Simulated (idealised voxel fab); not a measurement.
Documented hereafter: the process module known as voxel self aligned vias.
Cross-sectional view cut (width: 175 nm; square cell size: 5 nm).
If you're reading a cross-section in this doc, picture square cells in a grid; it comes to you as bands, top ones listed first down to the bottom, and a band can be one or more rows of cells. First you get the band's top height and its bottom height, in nm, and then the materials it's made of, left to right, with each width in nm. If you see a single material with "full width", that one covers the band edge to edge. "empty" is empty space. Heads up on the height convention: 0 is the point under which the incoming wafer is all one material, and the lowest band has no bottom, it just keeps going down, like "top 0, no bottom". It should be noted that a width expressed as "30 to 40" varies in equal increments from row to row of cells within the band, taking the value of the first number at the top row and that of the second number at the bottom row. A step reported as "no alteration" is a step in which no cell of the cross-section changed. Enclosed voids (no open way to top), threshold 8 cells or more, entry "Sealed cavities", notation width x height at distance, distance from left edge, nm. Past the settings on a step's line: simulator remark, on that step. Each step line may optionally specify "overlay nm", which for a step with a mask gives the rightward distance between the mask's planned place and where it lay, a negative value indicating the leftward direction.
Steps planned for the process:
1) RECEIVE (material Si)
2) CONFORMAL_DEP (material SiO2; thk nm 10)
3) CONFORMAL_DEP (material SiCN; thk nm 5)
4) DIRECTIONAL_DEP (material lowk; thk nm 30)
5) PATTERN (tone open; mask id LINES; material resist; width nm 30; pitch nm 65; thk nm 15; overlay nm 0)
6) DIRECTIONAL_ETCH (etch materials lowk; depth nm 30)
7) STRIP (etch materials resist)
8) CONFORMAL_DEP (material TiN; thk nm 5)
9) FILL_DEP (material W; thk nm 10)
10) CMP (height nm 45)
11) SELECTIVE_ETCH (etch materials W Ru TiN; depth nm 10)
12) FILL_DEP (material SiN; thk nm 5)
13) CMP (height nm 45)
14) DIRECTIONAL_DEP (material lowk; thk nm 20)
15) PATTERN (tone open; mask id VIAS; material resist; width nm 40; thk nm 20; overlay nm 0)
16) DIRECTIONAL_ETCH (etch materials lowk; depth nm 20)
17) DIRECTIONAL_ETCH (etch materials SiN; depth nm 10)
18) STRIP (etch materials resist)
19) CONFORMAL_DEP (material TiN; thk nm 5)
20) FILL_DEP (material Cu; thk nm 10)
21) CMP (height nm 65)
22) CONFORMAL_DEP (material SiN; thk nm 5)
Cross-sectional view of the wafer in its as-received condition, corresponding to the state after step 1:
	top 0, no bottom = Si full width
	Sealed cavities: none
Result of the module, cross-sectioned: start per above, plan per above, one error in how it was run:
	top 70, bottom 65 = SiN full width
	top 65, bottom 45 = 35 of lowk, then 5 of TiN, then 30 of Cu, then 5 of TiN, then 100 of lowk
	top 45, bottom 40 = 35 of lowk, then 5 of TiN, then 30 of Cu, then 5 of TiN, then 30 of lowk, then 30 of SiN, then 40 of lowk
	top 40, bottom 35 = 35 of lowk, then 40 of TiN, then 30 of lowk, then 30 of SiN, then 40 of lowk
	top 35, bottom 25 = 35 of lowk, then 10 of TiN, then 20 of W, then 10 of TiN, then 30 of lowk, then 5 of TiN, then 20 of W, then 5 of TiN, then 40 of lowk
	top 25, bottom 20 = 40 of lowk, then 5 of TiN, then 20 of W, then 5 of TiN, then 35 of lowk, then 5 of TiN, then 20 of W, then 5 of TiN, then 40 of lowk
	top 20, bottom 15 = 40 of lowk, then 30 of TiN, then 35 of lowk, then 30 of TiN, then 40 of lowk
	top 15, bottom 10 = SiCN full width
	top 10, bottom 0 = SiO2 full width
	top 0, no bottom = Si full width
	Sealed cavities: none
Error vs. plan: step 16, plan: ran twice
